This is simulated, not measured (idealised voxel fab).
process module | voxel gate over fins
Section shown: cut. Width: 205 nm. Cell size: 5 nm, square.
Notation: cross-section as square-cell grid; stated in bands, top first, going down; one or more cell rows per band. Band: top and bottom heights (nm) first, top before bottom; then materials from left to right, widths in nm. "everywhere" marks a sole material filling the band edge to edge. "air" denotes empty space. Measure heights from 0. That's the level where, below it, the as-received wafer is all one material. The lowest band is bottomless and extends downward; write it as in "top 0, no bottom". A two-number width, for instance "30->40", indicates that the width is equal to the first number in the top row of the band and to the second number in the bottom row, and that it changes by a constant amount per row of cells. When a step is marked "nothing was modified", none of the cells in the cross-section changed during that step. The list in "Sealed void inventory" covers empty spaces of 8 cells or more that cannot reach the top through any open way, and it gives each as width x height at distance; the distance is from the left edge, and width, height and distance are in nm. On a step's line, text after the settings is the simulator commenting on that step. The optional step-line setting "overlay nm" applies to steps with a mask and quantifies how far to the right of its planned location the mask lay, a negative value indicating leftward placement.

# Planned step list for the process
| 1 | RECEIVE [material Si] |
| 2 | CONFORMAL_DEP [material SiN] [thk nm 5] |
| 3 | MASKED_ETCH [tone cover] [mask id FINS] [width nm 15] [pitch nm 40] [etch materials SiN] [depth nm 5] [overlay nm 0] |
| 4 | MASKED_ETCH [tone cover] [mask id FINS] [width nm 15] [pitch nm 40] [etch materials Si] [depth nm 40] [overlay nm 0] |
| 5 | OXIDIZE [depth nm 5] |
| 6 | FILL_DEP [material SiO2] [thk nm 5] |
| 7 | CMP [height nm 5] |
| 8 | SELECTIVE_ETCH [etch materials SiO2] [depth nm 15] |
| 9 | STRIP [etch materials SiN] |
| 10 | CONFORMAL_DEP [material HfO2] [thk nm 5] |
| 11 | CONFORMAL_DEP [material TiN] [thk nm 5] |
| 12 | FILL_DEP [material W] [thk nm 15] |
| 13 | CMP [height nm 20] |
| 14 | CONFORMAL_DEP [material SiCN] [thk nm 10] |

# As-received wafer cross-section (after step 1)
* top 0, no bottom | Si everywhere
* Sealed void inventory: none

# Module complete, cross-section. Starting point and plan per above. One mistake made in running the module
* top 30, bottom 20 | SiCN everywhere
* top 20, bottom 10 | W everywhere
* top 10, bottom 5 | 70 W / 30 TiN / 10 W / 30 TiN / 65 W
* top 5, bottom 0 | 70 W / 5 TiN / 20 HfO2 / 5 TiN / 10 W / 5 TiN / 20 HfO2 / 5 TiN / 65 W
* top 0, bottom -5 | 75 TiN / 5 HfO2 / 10 Si / 5 HfO2 / 20 TiN / 5 HfO2 / 10 Si / 5 HfO2 / 70 TiN
* top -5, bottom -10 | 80 HfO2 / 10 Si / 30 HfO2 / 10 Si / 75 HfO2
* top -10, bottom -45 | 80 SiO2 / 10 Si / 30 SiO2 / 10 Si / 75 SiO2
* top -45, no bottom | Si everywhere
* Sealed void inventory: none
Here's what went sideways: step 3 ran differently from the plan; actual operation with settings: MASKED_ETCH [tone cover] [mask id FINS] [width nm 20] [pitch nm 40] [etch materials SiN] [depth nm 5] [overlay nm 0]
